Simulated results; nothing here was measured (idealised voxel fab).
Herein follows the process module entitled voxel air gaps.
Section shown: cut. Width: 290 nm. Cell size: 5 nm, square.
Heads up, the way a cross-section reads in here is a grid of square cells, handed over as bands from the top down, with every band being one or more rows of cells. Band: top height; bottom height; in nm. Then, left to right: material with width in nm, for each material. "edge to edge": a single material spanning edge to edge. "empty": empty space. Heights are reckoned from 0. Under this level, the received wafer is all of one material. The bottommost band is open-ended downward, for example "0 and below". Graded width ("30 to 40"): value in top row of band = first number; value in bottom row = second number; row-to-row change constant. "remains unaltered" after a step means that no cell of the cross-section changed. Closed empty spaces (no open way to the top) of 8 cells or more are what "Voids, enclosed" lists, each as width x height at distance from the left edge, nm for all three. Heads up: the bit after the settings on a step's line is the simulator's remark on that step. For masked steps, "overlay nm" on the step line gives how far right of plan the mask actually lay; a minus sign means it lay to the left.

### Process steps - plan
step 1: RECEIVE with material Si
step 2: CONFORMAL_DEP with material SiO2, thk nm 15
step 3: CONFORMAL_DEP with material SiN, thk nm 5
step 4: DIRECTIONAL_DEP with material SiO2, thk nm 40
step 5: PATTERN with tone open, mask id LINES, material resist, width nm 25, pitch nm 50, thk nm 15, overlay nm 0
step 6: DIRECTIONAL_ETCH with etch materials SiO2, depth nm 40
step 7: STRIP with etch materials resist
step 8: CONFORMAL_DEP with material TiN, thk nm 5
step 9: FILL_DEP with material Ru, thk nm 5
step 10: CMP with height nm 60
step 11: EPI with material Ru, thk nm 10
step 12: SELECTIVE_ETCH with etch materials SiO2, depth nm 50
step 13: CONFORMAL_DEP with material SiCN, thk nm 5

### As-received wafer cross-section (after step 1)
    0 and below = Si edge to edge
    Voids, enclosed: none

### The following cross-section depicts the wafer upon conclusion of the module. Processing commenced from the starting condition illustrated above and adhered to the plan illustrated above, save for one mistake in execution
    75 down to 70 = 65 of empty / 155 of SiCN / 70 of empty
    70 down to 60 = 65 of empty / 5 of SiCN / 45 of Ru / 5 of SiCN / 45 of Ru / 5 of SiCN / 45 of Ru / 5 of SiCN / 70 of empty
    60 down to 55 = 65 of empty / 15 of SiCN / 5 of TiN / 15 of SiO2 / 5 of TiN / 25 of SiCN / 5 of TiN / 15 of SiO2 / 5 of TiN / 25 of SiCN / 5 of TiN / 15 of SiO2 / 5 of TiN / 15 of SiCN / 70 of empty
    55 down to 25 = 75 of empty / 5 of SiCN / 5 of TiN / 15 of SiO2 / 5 of TiN / 5 of SiCN / 15 of empty / 5 of SiCN / 5 of TiN / 15 of SiO2 / 5 of TiN / 5 of SiCN / 15 of empty / 5 of SiCN / 5 of TiN / 15 of SiO2 / 5 of TiN / 5 of SiCN / 80 of empty
    25 down to 20 = 80 of SiCN / 25 of TiN / 25 of SiCN / 25 of TiN / 25 of SiCN / 25 of TiN / 85 of SiCN
    20 down to 15 = SiN edge to edge
    15 down to 0 = SiO2 edge to edge
    0 and below = Si edge to edge
    Voids, enclosed: 15 x 30 at 110; 15 x 30 at 160
what went wrong: step 9 went in with a setting other than planned; the actual run was FILL_DEP with material SiO2, thk nm 5
